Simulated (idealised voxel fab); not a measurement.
Process module in this document: voxel transistor to metal
This is section cut - it's 200 nm across, gridded in 5 nm square cells.
We lay out every cross-section as a grid of square cells and spell it out in bands from the top down, where one band means one or more rows of cells. Quick guide to a band line: top height, bottom height (nm) up front; then every material left to right with its width in nm. Only one material and it's marked "everywhere"? Then it fills the band edge to edge. And "blank" just means empty space. Ref level 0: as-received wafer is one material below here. Bottom band extends down with no lower bound ("0 down"). A two-number width, for instance "30 to 40", indicates that the width is equal to the first number in the top row of the band and to the second number in the bottom row, and that it changes by a constant amount per row of cells. Step marked "nothing different"? Then no cell in the cross-section changed in it. You'll see "Closed internal voids" listing empty spaces that have no way open to the top, as long as they're 8 cells or more; the notation is width x height at distance, where the distance is from the left edge, and all of it is in nm. Step line, after settings: the simulator's comment on this step. On any step carrying a mask, the "overlay nm" setting, if present on the step's line, tells how far right of its planned place the mask lay; negative values point to the left. Each pair below shows a cross-section before one step and the cross-section after it, down to the lowest band that changed. The line under each pair gives the step between them, with its settings. The pairs can come from different runs of this module on the same starting wafer, so a pair continues from the pair above only where its "Snapshot before" says so.

Snapshot before
- 25 to 20 = SiN everywhere
- 20 to 10 = 45 nm SiO2; 5 nm TiN; 5 nm W; 5 nm TiN; 75 nm SiO2; 5 nm TiN; 5 nm W; 5 nm TiN; 50 nm SiO2
- 10 to 0 = 45 nm SiO2; 5 nm TiN; 5 nm W; 5 nm TiN; 10 nm SiO2; 10 nm SiN; 5 nm HfO2; 5 nm TiN; 15 nm W; 5 nm TiN; 5 nm HfO2; 10 nm SiN; 10 nm SiO2; 5 nm TiN; 5 nm W; 5 nm TiN; 50 nm SiO2
- 0 to -5 = 35 nm SiO2; 10 nm SiN; 5 nm TiN; 5 nm W; 5 nm TiN; 10 nm SiGe; 10 nm SiN; 5 nm HfO2; 25 nm TiN; 5 nm HfO2; 10 nm SiN; 10 nm SiGe; 5 nm TiN; 5 nm W; 5 nm TiN; 5 nm SiO2; 10 nm SiN; 35 nm SiO2
- -5 to -10 = 45 nm SiO2; 15 nm TiN; 10 nm SiGe; 5 nm SiO2; 45 nm HfO2; 5 nm SiO2; 10 nm SiGe; 15 nm TiN; 50 nm SiO2
- -10 to -20 = 45 nm SiO2; 25 nm SiGe; 55 nm Si; 30 nm SiGe; 45 nm SiO2
- -20 to -35 = 45 nm SiO2; 110 nm Si; 45 nm SiO2
- -35 down = Si everywhere
- Closed internal voids: none

Post-Process Section
- 45 to 25 = SiO2 everywhere
- Note: structure below 25 unchanged.
- Closed internal voids: none
The two cross-sections above bracket this step: DIRECTIONAL_DEP,material SiO2,thk nm 20

Snapshot before: the wafer arrives at this step looking as the after cross-section in the pair just above shows it.

Post-Process Section
- 65 to 45 = 45 nm resist; 15 nm blank; 75 nm resist; 15 nm blank; 50 nm resist
- Note: structure below 45 unchanged.
- Closed internal voids: none
The two cross-sections above bracket this step: PATTERN,tone open,mask id METAL_1,material resist,width nm 15,pitch nm 90,thk nm 20,overlay nm 0

Snapshot before: the wafer arrives at this step looking as the after cross-section in the pair just above shows it.

Post-Process Section
- 65 to 45 = 45 nm resist; 15 nm blank; 75 nm resist; 15 nm blank; 50 nm resist
- 45 to 25 = 45 nm SiO2; 15 nm blank; 75 nm SiO2; 15 nm blank; 50 nm SiO2
- Note: structure below 25 unchanged.
- Closed internal voids: none
The two cross-sections above bracket this step: DIRECTIONAL_ETCH,etch materials SiO2,depth nm 20

Snapshot before: the wafer arrives at this step looking as the after cross-section in the pair just above shows it.

Post-Process Section
- 65 to 45 = 45 nm resist; 15 nm blank; 75 nm resist; 15 nm blank; 50 nm resist
- 45 to 25 = 45 nm SiO2; 15 nm blank; 75 nm SiO2; 15 nm blank; 50 nm SiO2
- 25 to 20 = 45 nm SiN; 15 nm blank; 75 nm SiN; 15 nm blank; 50 nm SiN
- Note: structure below 20 unchanged.
- Closed internal voids: none
The two cross-sections above bracket this step: DIRECTIONAL_ETCH,etch materials SiN,depth nm 5

Snapshot before: the wafer arrives at this step looking as the after cross-section in the pair just above shows it.

Post-Process Section
- 45 to 25 = 45 nm SiO2; 15 nm blank; 75 nm SiO2; 15 nm blank; 50 nm SiO2
- Note: structure below 25 unchanged.
- Closed internal voids: none
The two cross-sections above bracket this step: STRIP,etch materials resist

Snapshot before: the wafer arrives at this step looking as the after cross-section in the pair just above shows it.

Post-Process Section
- 50 to 45 = 50 nm TiN; 5 nm blank; 85 nm TiN; 5 nm blank; 55 nm TiN
- 45 to 25 = 45 nm SiO2; 5 nm TiN; 5 nm blank; 5 nm TiN; 75 nm SiO2; 5 nm TiN; 5 nm blank; 5 nm TiN; 50 nm SiO2
- 25 to 20 = 45 nm SiN; 15 nm TiN; 75 nm SiN; 15 nm TiN; 50 nm SiN
- Note: structure below 20 unchanged.
- Closed internal voids: none
The two cross-sections above bracket this step: CONFORMAL_DEP,material TiN,thk nm 5

Snapshot before: the wafer arrives at this step looking as the after cross-section in the pair just above shows it.

Post-Process Section
- 55 to 50 = Cu everywhere
- 50 to 45 = 50 nm TiN; 5 nm Cu; 85 nm TiN; 5 nm Cu; 55 nm TiN
- 45 to 25 = 45 nm SiO2; 5 nm TiN; 5 nm Cu; 5 nm TiN; 75 nm SiO2; 5 nm TiN; 5 nm Cu; 5 nm TiN; 50 nm SiO2
- Note: structure below 25 unchanged.
- Closed internal voids: none
The two cross-sections above bracket this step: FILL_DEP,material Cu,thk nm 5

Snapshot before: the wafer arrives at this step looking as the after cross-section in the pair just above shows it.

Post-Process Section
- 45 to 25 = 45 nm SiO2; 5 nm TiN; 5 nm Cu; 5 nm TiN; 75 nm SiO2; 5 nm TiN; 5 nm Cu; 5 nm TiN; 50 nm SiO2
- Note: structure below 25 unchanged.
- Closed internal voids: none
The two cross-sections above bracket this step: CMP,height nm 45

Snapshot before: the wafer arrives at this step looking as the after cross-section in the pair just above shows it.

Post-Process Section
- 50 to 45 = SiN everywhere
- Note: structure below 45 unchanged.
- Closed internal voids: none
The two cross-sections above bracket this step: CONFORMAL_DEP,material SiN,thk nm 5

Snapshot before
- 35 to 30 = 30 nm SiCN; 135 nm blank; 35 nm SiCN
- 30 to 20 = SiCN everywhere
- 20 to 15 = 30 nm polySi; 135 nm SiCN; 35 nm polySi
- 15 to 0 = polySi everywhere
- 0 to -5 = 30 nm SiO2; 135 nm polySi; 35 nm SiO2
- -5 to -10 = SiO2 everywhere
- -10 to -35 = 40 nm SiO2; 115 nm Si; 45 nm SiO2
- -35 down = Si everywhere
- Closed internal voids: none

Post-Process Section
- 50 to 35 = 75 nm blank; 35 nm resist; 90 nm blank
- 35 to 30 = 30 nm SiCN; 45 nm blank; 35 nm resist; 55 nm blank; 35 nm SiCN
- Note: structure below 30 unchanged.
- Closed internal voids: none
The two cross-sections above bracket this step: PATTERN,tone cover,mask id GATE,material resist,width nm 35,thk nm 15,overlay nm -5

Snapshot before: the wafer arrives at this step looking as the after cross-section in the pair just above shows it.

Post-Process Section
- 50 to 30 = 75 nm blank; 35 nm resist; 90 nm blank
- 30 to 20 = 75 nm blank; 35 nm SiCN; 90 nm blank
- 20 to 15 = 30 nm polySi; 45 nm blank; 35 nm SiCN; 55 nm blank; 35 nm polySi
- Note: structure below 15 unchanged.
- Closed internal voids: none
The two cross-sections above bracket this step: DIRECTIONAL_ETCH,etch materials SiCN,depth nm 25

Snapshot before: the wafer arrives at this step looking as the after cross-section in the pair just above shows it.

Post-Process Section
- 50 to 30 = 75 nm blank; 35 nm resist; 90 nm blank
- 30 to 15 = 75 nm blank; 35 nm SiCN; 90 nm blank
- 15 to 0 = 75 nm blank; 35 nm polySi; 90 nm blank
- 0 to -5 = 30 nm SiO2; 45 nm blank; 35 nm polySi; 55 nm blank; 35 nm SiO2
- Note: structure below -5 unchanged.
- Closed internal voids: none
The two cross-sections above bracket this step: DIRECTIONAL_ETCH,etch materials polySi,depth nm 30

Snapshot before: the wafer arrives at this step looking as the after cross-section in the pair just above shows it.

Post-Process Section
- 30 to 15 = 75 nm blank; 35 nm SiCN; 90 nm blank
- Note: structure below 15 unchanged.
- Closed internal voids: none
The two cross-sections above bracket this step: STRIP,etch materials resist

Snapshot before: the wafer arrives at this step looking as the after cross-section in the pair just above shows it.

Post-Process Section
- 40 to 30 = 65 nm blank; 55 nm SiN; 80 nm blank
- 30 to 15 = 65 nm blank; 10 nm SiN; 35 nm SiCN; 10 nm SiN; 80 nm blank
- 15 to 10 = 65 nm blank; 10 nm SiN; 35 nm polySi; 10 nm SiN; 80 nm blank
- 10 to 5 = 40 nm SiN; 25 nm blank; 10 nm SiN; 35 nm polySi; 10 nm SiN; 35 nm blank; 45 nm SiN
- 5 to 0 = 75 nm SiN; 35 nm polySi; 90 nm SiN
- 0 to -5 = 30 nm SiO2; 45 nm SiN; 35 nm polySi; 55 nm SiN; 35 nm SiO2
- Note: structure below -5 unchanged.
- Closed internal voids: none
The two cross-sections above bracket this step: CONFORMAL_DEP,material SiN,thk nm 10

Snapshot before: the wafer arrives at this step looking as the after cross-section in the pair just above shows it.

Post-Process Section
- 30 to 15 = 65 nm blank; 10 nm SiN; 35 nm SiCN; 10 nm SiN; 80 nm blank
- 15 to 0 = 65 nm blank; 10 nm SiN; 35 nm polySi; 10 nm SiN; 80 nm blank
- 0 to -5 = 30 nm SiO2; 10 nm SiN; 25 nm blank; 10 nm SiN; 35 nm polySi; 10 nm SiN; 35 nm blank; 10 nm SiN; 35 nm SiO2
- Note: structure below -5 unchanged.
- Closed internal voids: none
The two cross-sections above bracket this step: DIRECTIONAL_ETCH,etch materials SiN,depth nm 10

Snapshot before: the wafer arrives at this step looking as the after cross-section in the pair just above shows it.

Post-Process Section
- 30 to 15 = 65 nm blank; 10 nm SiN; 35 nm SiCN; 10 nm SiN; 80 nm blank
- 15 to 0 = 65 nm blank; 10 nm SiN; 35 nm polySi; 10 nm SiN; 80 nm blank
- 0 to -5 = 30 nm blank; 10 nm SiN; 25 nm blank; 10 nm SiN; 35 nm polySi; 10 nm SiN; 35 nm blank; 10 nm SiN; 35 nm blank
- -5 to -10 = 40 nm SiO2; 25 nm blank; 55 nm SiO2; 35 nm blank; 45 nm SiO2
- Note: structure below -10 unchanged.
- Closed internal voids: none
The two cross-sections above bracket this step: DIRECTIONAL_ETCH,etch materials SiO2,depth nm 5

Snapshot before: the wafer arrives at this step looking as the after cross-section in the pair just above shows it.

Post-Process Section
- 30 to 15 = 65 nm blank; 10 nm SiN; 35 nm SiCN; 10 nm SiN; 80 nm blank
- 15 to 0 = 65 nm blank; 10 nm SiN; 35 nm polySi; 10 nm SiN; 80 nm blank
- 0 to -5 = 30 nm blank; 10 nm SiN; 25 nm blank; 10 nm SiN; 35 nm polySi; 10 nm SiN; 35 nm blank; 10 nm SiN; 35 nm blank
- -5 to -10 = 40 nm SiO2; 25 nm blank; 55 nm SiO2; 35 nm blank; 45 nm SiO2
- -10 to -20 = 40 nm SiO2; 25 nm blank; 55 nm Si; 35 nm blank; 45 nm SiO2
- Note: structure below -20 unchanged.
- Closed internal voids: none
The two cross-sections above bracket this step: DIRECTIONAL_ETCH,etch materials Si,depth nm 10

Snapshot before: the wafer arrives at this step looking as the after cross-section in the pair just above shows it.

Post-Process Section
- 30 to 15 = 65 nm blank; 10 nm SiN; 35 nm SiCN; 10 nm SiN; 80 nm blank
- 15 to 0 = 65 nm blank; 10 nm SiN; 35 nm polySi; 10 nm SiN; 80 nm blank
- 0 to -5 = 30 nm blank; 10 nm SiN; 15 nm blank; 10 nm SiGe; 10 nm SiN; 35 nm polySi; 10 nm SiN; 10 nm SiGe; 25 nm blank; 10 nm SiN; 35 nm blank
- -5 to -10 = 40 nm SiO2; 15 nm blank; 10 nm SiGe; 55 nm SiO2; 10 nm SiGe; 25 nm blank; 45 nm SiO2
- -10 to -20 = 40 nm SiO2; 25 nm SiGe; 55 nm Si; 35 nm SiGe; 45 nm SiO2
- Note: structure below -20 unchanged.
- Closed internal voids: none
The two cross-sections above bracket this step: EPI,material SiGe,thk nm 10

Snapshot before: the wafer arrives at this step looking as the after cross-section in the pair just above shows it.

Post-Process Section
- 35 to 30 = SiO2 everywhere
- 30 to 15 = 65 nm SiO2; 10 nm SiN; 35 nm SiCN; 10 nm SiN; 80 nm SiO2
- 15 to 0 = 65 nm SiO2; 10 nm SiN; 35 nm polySi; 10 nm SiN; 80 nm SiO2
- 0 to -5 = 30 nm SiO2; 10 nm SiN; 15 nm SiO2; 10 nm SiGe; 10 nm SiN; 35 nm polySi; 10 nm SiN; 10 nm SiGe; 25 nm SiO2; 10 nm SiN; 35 nm SiO2
- -5 to -10 = 55 nm SiO2; 10 nm SiGe; 55 nm SiO2; 10 nm SiGe; 70 nm SiO2
- Note: structure below -10 unchanged.
- Closed internal voids: none
The two cross-sections above bracket this step: FILL_DEP,material SiO2,thk nm 5

Snapshot before: the wafer arrives at this step looking as the after cross-section in the pair just above shows it.

Post-Process Section
- 15 to 0 = 65 nm SiO2; 10 nm SiN; 35 nm polySi; 10 nm SiN; 80 nm SiO2
- Note: structure below 0 unchanged.
- Closed internal voids: none
The two cross-sections above bracket this step: CMP,height nm 15

Snapshot before: the wafer arrives at this step looking as the after cross-section in the pair just above shows it.

Post-Process Section
- 15 to 0 = 65 nm SiO2; 10 nm SiN; 35 nm blank; 10 nm SiN; 80 nm SiO2
- 0 to -5 = 30 nm SiO2; 10 nm SiN; 15 nm SiO2; 10 nm SiGe; 10 nm SiN; 35 nm blank; 10 nm SiN; 10 nm SiGe; 25 nm SiO2; 10 nm SiN; 35 nm SiO2
- Note: structure below -5 unchanged.
- Closed internal voids: none
The two cross-sections above bracket this step: STRIP,etch materials polySi

Snapshot before: the wafer arrives at this step looking as the after cross-section in the pair just above shows it.

Post-Process Section
- 15 to 10 = 65 nm blank; 10 nm SiN; 35 nm blank; 10 nm SiN; 80 nm blank
- 10 to 0 = 65 nm SiO2; 10 nm SiN; 35 nm blank; 10 nm SiN; 80 nm SiO2
- 0 to -5 = 30 nm SiO2; 10 nm SiN; 15 nm SiO2; 10 nm SiGe; 10 nm SiN; 35 nm blank; 10 nm SiN; 10 nm SiGe; 25 nm SiO2; 10 nm SiN; 35 nm SiO2
- -5 to -10 = 55 nm SiO2; 10 nm SiGe; 5 nm SiO2; 45 nm blank; 5 nm SiO2; 10 nm SiGe; 70 nm SiO2
- Note: structure below -10 unchanged.
- Closed internal voids: none
The two cross-sections above bracket this step: SELECTIVE_ETCH,etch materials SiO2,depth nm 5

Snapshot before: the wafer arrives at this step looking as the after cross-section in the pair just above shows it.

Post-Process Section
- 20 to 15 = 60 nm blank; 20 nm HfO2; 25 nm blank; 20 nm HfO2; 75 nm blank
- 15 to 10 = 65 nm HfO2; 10 nm SiN; 5 nm HfO2; 25 nm blank; 5 nm HfO2; 10 nm SiN; 80 nm HfO2
- 10 to 0 = 65 nm SiO2; 10 nm SiN; 5 nm HfO2; 25 nm blank; 5 nm HfO2; 10 nm SiN; 80 nm SiO2
- 0 to -5 = 30 nm SiO2; 10 nm SiN; 15 nm SiO2; 10 nm SiGe; 10 nm SiN; 5 nm HfO2; 25 nm blank; 5 nm HfO2; 10 nm SiN; 10 nm SiGe; 25 nm SiO2; 10 nm SiN; 35 nm SiO2
- -5 to -10 = 55 nm SiO2; 10 nm SiGe; 5 nm SiO2; 45 nm HfO2; 5 nm SiO2; 10 nm SiGe; 70 nm SiO2
- Note: structure below -10 unchanged.
- Closed internal voids: none
The two cross-sections above bracket this step: CONFORMAL_DEP,material HfO2,thk nm 5

Snapshot before: the wafer arrives at this step looking as the after cross-section in the pair just above shows it.

Post-Process Section
- 25 to 20 = 55 nm blank; 30 nm TiN; 15 nm blank; 30 nm TiN; 70 nm blank
- 20 to 15 = 60 nm TiN; 20 nm HfO2; 5 nm TiN; 15 nm blank; 5 nm TiN; 20 nm HfO2; 75 nm TiN
- 15 to 10 = 65 nm HfO2; 10 nm SiN; 5 nm HfO2; 5 nm TiN; 15 nm blank; 5 nm TiN; 5 nm HfO2; 10 nm SiN; 80 nm HfO2
- 10 to 0 = 65 nm SiO2; 10 nm SiN; 5 nm HfO2; 5 nm TiN; 15 nm blank; 5 nm TiN; 5 nm HfO2; 10 nm SiN; 80 nm SiO2
- 0 to -5 = 30 nm SiO2; 10 nm SiN; 15 nm SiO2; 10 nm SiGe; 10 nm SiN; 5 nm HfO2; 25 nm TiN; 5 nm HfO2; 10 nm SiN; 10 nm SiGe; 25 nm SiO2; 10 nm SiN; 35 nm SiO2
- Note: structure below -5 unchanged.
- Closed internal voids: none
The two cross-sections above bracket this step: CONFORMAL_DEP,material TiN,thk nm 5

Snapshot before: the wafer arrives at this step looking as the after cross-section in the pair just above shows it.

Post-Process Section
- 35 to 25 = W everywhere
- 25 to 20 = 55 nm W; 30 nm TiN; 15 nm W; 30 nm TiN; 70 nm W
- 20 to 15 = 60 nm TiN; 20 nm HfO2; 5 nm TiN; 15 nm W; 5 nm TiN; 20 nm HfO2; 75 nm TiN
- 15 to 10 = 65 nm HfO2; 10 nm SiN; 5 nm HfO2; 5 nm TiN; 15 nm W; 5 nm TiN; 5 nm HfO2; 10 nm SiN; 80 nm HfO2
- 10 to 0 = 65 nm SiO2; 10 nm SiN; 5 nm HfO2; 5 nm TiN; 15 nm W; 5 nm TiN; 5 nm HfO2; 10 nm SiN; 80 nm SiO2
- Note: structure below 0 unchanged.
- Closed internal voids: none
The two cross-sections above bracket this step: FILL_DEP,material W,thk nm 10

Snapshot before: the wafer arrives at this step looking as the after cross-section in the pair just above shows it.

Post-Process Section
- 10 to 0 = 65 nm SiO2; 10 nm SiN; 5 nm HfO2; 5 nm TiN; 15 nm W; 5 nm TiN; 5 nm HfO2; 10 nm SiN; 80 nm SiO2
- Note: structure below 0 unchanged.
- Closed internal voids: none
The two cross-sections above bracket this step: CMP,height nm 10

Snapshot before: the wafer arrives at this step looking as the after cross-section in the pair just above shows it.

Post-Process Section
- 20 to 10 = SiO2 everywhere
- Note: structure below 10 unchanged.
- Closed internal voids: none
The two cross-sections above bracket this step: DIRECTIONAL_DEP,material SiO2,thk nm 10

Snapshot before: the wafer arrives at this step looking as the after cross-section in the pair just above shows it.

Post-Process Section
- 20 to 10 = 45 nm SiO2; 15 nm blank; 75 nm SiO2; 15 nm blank; 50 nm SiO2
- 10 to 0 = 45 nm SiO2; 15 nm blank; 5 nm SiO2; 10 nm SiN; 5 nm HfO2; 5 nm TiN; 15 nm W; 5 nm TiN; 5 nm HfO2; 10 nm SiN; 15 nm SiO2; 15 nm blank; 50 nm SiO2
- 0 to -5 = 30 nm SiO2; 10 nm SiN; 5 nm SiO2; 10 nm blank; 10 nm SiGe; 10 nm SiN; 5 nm HfO2; 25 nm TiN; 5 nm HfO2; 10 nm SiN; 10 nm SiGe; 5 nm SiO2; 15 nm blank; 5 nm SiO2; 10 nm SiN; 35 nm SiO2
- -5 to -10 = 45 nm SiO2; 10 nm blank; 10 nm SiGe; 5 nm SiO2; 45 nm HfO2; 5 nm SiO2; 10 nm SiGe; 5 nm SiO2; 15 nm blank; 50 nm SiO2
- Note: structure below -10 unchanged.
- Closed internal voids: none
The two cross-sections above bracket this step: MASKED_ETCH,tone open,mask id CONTACT,width nm 15,pitch nm 90,etch materials SiO2,depth nm 30,overlay nm 0

Snapshot before: the wafer arrives at this step looking as the after cross-section in the pair just above shows it.

Post-Process Section
- 25 to 20 = 50 nm TiN; 5 nm blank; 85 nm TiN; 5 nm blank; 55 nm TiN
- 20 to 10 = 45 nm SiO2; 5 nm TiN; 5 nm blank; 5 nm TiN; 75 nm SiO2; 5 nm TiN; 5 nm blank; 5 nm TiN; 50 nm SiO2
- 10 to 5 = 45 nm SiO2; 5 nm TiN; 5 nm blank; 5 nm TiN; 5 nm SiO2; 10 nm SiN; 5 nm HfO2; 5 nm TiN; 15 nm W; 5 nm TiN; 5 nm HfO2; 10 nm SiN; 15 nm SiO2; 5 nm TiN; 5 nm blank; 5 nm TiN; 50 nm SiO2
- 5 to 0 = 45 nm SiO2; 15 nm TiN; 5 nm SiO2; 10 nm SiN; 5 nm HfO2; 5 nm TiN; 15 nm W; 5 nm TiN; 5 nm HfO2; 10 nm SiN; 15 nm SiO2; 5 nm TiN; 5 nm blank; 5 nm TiN; 50 nm SiO2
- 0 to -5 = 30 nm SiO2; 10 nm SiN; 5 nm SiO2; 10 nm TiN; 10 nm SiGe; 10 nm SiN; 5 nm HfO2; 25 nm TiN; 5 nm HfO2; 10 nm SiN; 10 nm SiGe; 5 nm SiO2; 5 nm TiN; 5 nm blank; 5 nm TiN; 5 nm SiO2; 10 nm SiN; 35 nm SiO2
- -5 to -10 = 45 nm SiO2; 10 nm TiN; 10 nm SiGe; 5 nm SiO2; 45 nm HfO2; 5 nm SiO2; 10 nm SiGe; 5 nm SiO2; 15 nm TiN; 50 nm SiO2
- Note: structure below -10 unchanged.
- Closed internal voids: none
The two cross-sections above bracket this step: CONFORMAL_DEP,material TiN,thk nm 5

Snapshot before: the wafer arrives at this step looking as the after cross-section in the pair just above shows it.

Post-Process Section
- 35 to 25 = W everywhere
- 25 to 20 = 50 nm TiN; 5 nm W; 85 nm TiN; 5 nm W; 55 nm TiN
- 20 to 10 = 45 nm SiO2; 5 nm TiN; 5 nm W; 5 nm TiN; 75 nm SiO2; 5 nm TiN; 5 nm W; 5 nm TiN; 50 nm SiO2
- 10 to 5 = 45 nm SiO2; 5 nm TiN; 5 nm W; 5 nm TiN; 5 nm SiO2; 10 nm SiN; 5 nm HfO2; 5 nm TiN; 15 nm W; 5 nm TiN; 5 nm HfO2; 10 nm SiN; 15 nm SiO2; 5 nm TiN; 5 nm W; 5 nm TiN; 50 nm SiO2
- 5 to 0 = 45 nm SiO2; 15 nm TiN; 5 nm SiO2; 10 nm SiN; 5 nm HfO2; 5 nm TiN; 15 nm W; 5 nm TiN; 5 nm HfO2; 10 nm SiN; 15 nm SiO2; 5 nm TiN; 5 nm W; 5 nm TiN; 50 nm SiO2
- 0 to -5 = 30 nm SiO2; 10 nm SiN; 5 nm SiO2; 10 nm TiN; 10 nm SiGe; 10 nm SiN; 5 nm HfO2; 25 nm TiN; 5 nm HfO2; 10 nm SiN; 10 nm SiGe; 5 nm SiO2; 5 nm TiN; 5 nm W; 5 nm TiN; 5 nm SiO2; 10 nm SiN; 35 nm SiO2
- Note: structure below -5 unchanged.
- Closed internal voids: none
The two cross-sections above bracket this step: FILL_DEP,material W,thk nm 10

Snapshot before: the wafer arrives at this step looking as the after cross-section in the pair just above shows it.

Post-Process Section
- 20 to 10 = 45 nm SiO2; 5 nm TiN; 5 nm W; 5 nm TiN; 75 nm SiO2; 5 nm TiN; 5 nm W; 5 nm TiN; 50 nm SiO2
- Note: structure below 10 unchanged.
- Closed internal voids: none
The two cross-sections above bracket this step: CMP,height nm 20

Snapshot before: the wafer arrives at this step looking as the after cross-section in the pair just above shows it.

Post-Process Section
- 25 to 20 = SiN everywhere
- Note: structure below 20 unchanged.
- Closed internal voids: none
The two cross-sections above bracket this step: CONFORMAL_DEP,material SiN,thk nm 5

Snapshot before: the wafer arrives at this step looking as the after cross-section in the pair just above shows it.

Post-Process Section
- 45 to 25 = SiO2 everywhere
- Note: structure below 25 unchanged.
- Closed internal voids: none
The two cross-sections above bracket this step: DIRECTIONAL_DEP,material SiO2,thk nm 20

Snapshot before: the wafer arrives at this step looking as the after cross-section in the pair just above shows it.

Post-Process Section
- 65 to 45 = 45 nm resist; 15 nm blank; 75 nm resist; 15 nm blank; 50 nm resist
- Note: structure below 45 unchanged.
- Closed internal voids: none
The two cross-sections above bracket this step: PATTERN,tone open,mask id METAL_1,material resist,width nm 15,pitch nm 90,thk nm 20,overlay nm 0

Snapshot before: the wafer arrives at this step looking as the after cross-section in the pair just above shows it.

Post-Process Section
- 65 to 45 = 45 nm resist; 15 nm blank; 75 nm resist; 15 nm blank; 50 nm resist
- 45 to 25 = 45 nm SiO2; 15 nm blank; 75 nm SiO2; 15 nm blank; 50 nm SiO2
- Note: structure below 25 unchanged.
- Closed internal voids: none
The two cross-sections above bracket this step: DIRECTIONAL_ETCH,etch materials SiO2,depth nm 20

Snapshot before: the wafer arrives at this step looking as the after cross-section in the pair just above shows it.

Post-Process Section
- 65 to 45 = 45 nm resist; 15 nm blank; 75 nm resist; 15 nm blank; 50 nm resist
- 45 to 25 = 45 nm SiO2; 15 nm blank; 75 nm SiO2; 15 nm blank; 50 nm SiO2
- 25 to 20 = 45 nm SiN; 15 nm blank; 75 nm SiN; 15 nm blank; 50 nm SiN
- Note: structure below 20 unchanged.
- Closed internal voids: none
The two cross-sections above bracket this step: DIRECTIONAL_ETCH,etch materials SiN,depth nm 5

Snapshot before: the wafer arrives at this step looking as the after cross-section in the pair just above shows it.

Post-Process Section
- 45 to 25 = 45 nm SiO2; 15 nm blank; 75 nm SiO2; 15 nm blank; 50 nm SiO2
- Note: structure below 25 unchanged.
- Closed internal voids: none
The two cross-sections above bracket this step: STRIP,etch materials resist

Snapshot before: the wafer arrives at this step looking as the after cross-section in the pair just above shows it.

Post-Process Section
- 50 to 45 = 50 nm TiN; 5 nm blank; 85 nm TiN; 5 nm blank; 55 nm TiN
- 45 to 25 = 45 nm SiO2; 5 nm TiN; 5 nm blank; 5 nm TiN; 75 nm SiO2; 5 nm TiN; 5 nm blank; 5 nm TiN; 50 nm SiO2
- 25 to 20 = 45 nm SiN; 15 nm TiN; 75 nm SiN; 15 nm TiN; 50 nm SiN
- Note: structure below 20 unchanged.
- Closed internal voids: none
The two cross-sections above bracket this step: CONFORMAL_DEP,material TiN,thk nm 5

Snapshot before: the wafer arrives at this step looking as the after cross-section in the pair just above shows it.

Post-Process Section
- 55 to 50 = Cu everywhere
- 50 to 45 = 50 nm TiN; 5 nm Cu; 85 nm TiN; 5 nm Cu; 55 nm TiN
- 45 to 25 = 45 nm SiO2; 5 nm TiN; 5 nm Cu; 5 nm TiN; 75 nm SiO2; 5 nm TiN; 5 nm Cu; 5 nm TiN; 50 nm SiO2
- Note: structure below 25 unchanged.
- Closed internal voids: none
The two cross-sections above bracket this step: FILL_DEP,material Cu,thk nm 5

Snapshot before: the wafer arrives at this step looking as the after cross-section in the pair just above shows it.

Post-Process Section
- 45 to 25 = 45 nm SiO2; 5 nm TiN; 5 nm Cu; 5 nm TiN; 75 nm SiO2; 5 nm TiN; 5 nm Cu; 5 nm TiN; 50 nm SiO2
- Note: structure below 25 unchanged.
- Closed internal voids: none
The two cross-sections above bracket this step: CMP,height nm 45

Snapshot before: the wafer arrives at this step looking as the after cross-section in the pair just above shows it.

Post-Process Section
- 50 to 45 = SiN everywhere
- Note: structure below 45 unchanged.
- Closed internal voids: none
The two cross-sections above bracket this step: CONFORMAL_DEP,material SiN,thk nm 5

Snapshot before
- 25 to 20 = 50 nm TiN; 5 nm blank; 85 nm TiN; 5 nm blank; 55 nm TiN
- 20 to 10 = 45 nm SiO2; 5 nm TiN; 5 nm blank; 5 nm TiN; 75 nm SiO2; 5 nm TiN; 5 nm blank; 5 nm TiN; 50 nm SiO2
- 10 to 0 = 45 nm SiO2; 5 nm TiN; 5 nm blank; 5 nm TiN; 10 nm SiO2; 10 nm SiN; 5 nm HfO2; 5 nm TiN; 15 nm W; 5 nm TiN; 5 nm HfO2; 10 nm SiN; 10 nm SiO2; 5 nm TiN; 5 nm blank; 5 nm TiN; 50 nm SiO2
- 0 to -5 = 30 nm SiO2; 10 nm SiN; 5 nm SiO2; 5 nm TiN; 5 nm blank; 5 nm TiN; 10 nm SiGe; 10 nm SiN; 5 nm HfO2; 25 nm TiN; 5 nm HfO2; 10 nm SiN; 10 nm SiGe; 5 nm TiN; 5 nm blank; 5 nm TiN; 5 nm SiO2; 10 nm SiN; 35 nm SiO2
- -5 to -10 = 45 nm SiO2; 15 nm TiN; 10 nm SiGe; 5 nm SiO2; 45 nm HfO2; 5 nm SiO2; 10 nm SiGe; 15 nm TiN; 50 nm SiO2
- -10 to -20 = 40 nm SiO2; 30 nm SiGe; 55 nm Si; 30 nm SiGe; 45 nm SiO2
- -20 to -35 = 40 nm SiO2; 115 nm Si; 45 nm SiO2
- -35 down = Si everywhere
- Closed internal voids: none

Post-Process Section
- 35 to 25 = HfO2 everywhere
- 25 to 20 = 50 nm TiN; 5 nm HfO2; 85 nm TiN; 5 nm HfO2; 55 nm TiN
- 20 to 10 = 45 nm SiO2; 5 nm TiN; 5 nm HfO2; 5 nm TiN; 75 nm SiO2; 5 nm TiN; 5 nm HfO2; 5 nm TiN; 50 nm SiO2
- 10 to 0 = 45 nm SiO2; 5 nm TiN; 5 nm HfO2; 5 nm TiN; 10 nm SiO2; 10 nm SiN; 5 nm HfO2; 5 nm TiN; 15 nm W; 5 nm TiN; 5 nm HfO2; 10 nm SiN; 10 nm SiO2; 5 nm TiN; 5 nm HfO2; 5 nm TiN; 50 nm SiO2
- 0 to -5 = 30 nm SiO2; 10 nm SiN; 5 nm SiO2; 5 nm TiN; 5 nm HfO2; 5 nm TiN; 10 nm SiGe; 10 nm SiN; 5 nm HfO2; 25 nm TiN; 5 nm HfO2; 10 nm SiN; 10 nm SiGe; 5 nm TiN; 5 nm HfO2; 5 nm TiN; 5 nm SiO2; 10 nm SiN; 35 nm SiO2
- Note: structure below -5 unchanged.
- Closed internal voids: none
The two cross-sections above bracket this step: FILL_DEP,material HfO2,thk nm 10

Snapshot before: the wafer arrives at this step looking as the after cross-section in the pair just above shows it.

Post-Process Section
- 20 to 10 = 45 nm SiO2; 5 nm TiN; 5 nm HfO2; 5 nm TiN; 75 nm SiO2; 5 nm TiN; 5 nm HfO2; 5 nm TiN; 50 nm SiO2
- Note: structure below 10 unchanged.
- Closed internal voids: none
The two cross-sections above bracket this step: CMP,height nm 20

Snapshot before: the wafer arrives at this step looking as the after cross-section in the pair just above shows it.

Post-Process Section
- 25 to 20 = SiN everywhere
- Note: structure below 20 unchanged.
- Closed internal voids: none
The two cross-sections above bracket this step: CONFORMAL_DEP,material SiN,thk nm 5

Snapshot before: the wafer arrives at this step looking as the after cross-section in the pair just above shows it.

Post-Process Section
- 45 to 25 = SiO2 everywhere
- Note: structure below 25 unchanged.
- Closed internal voids: none
The two cross-sections above bracket this step: DIRECTIONAL_DEP,material SiO2,thk nm 20
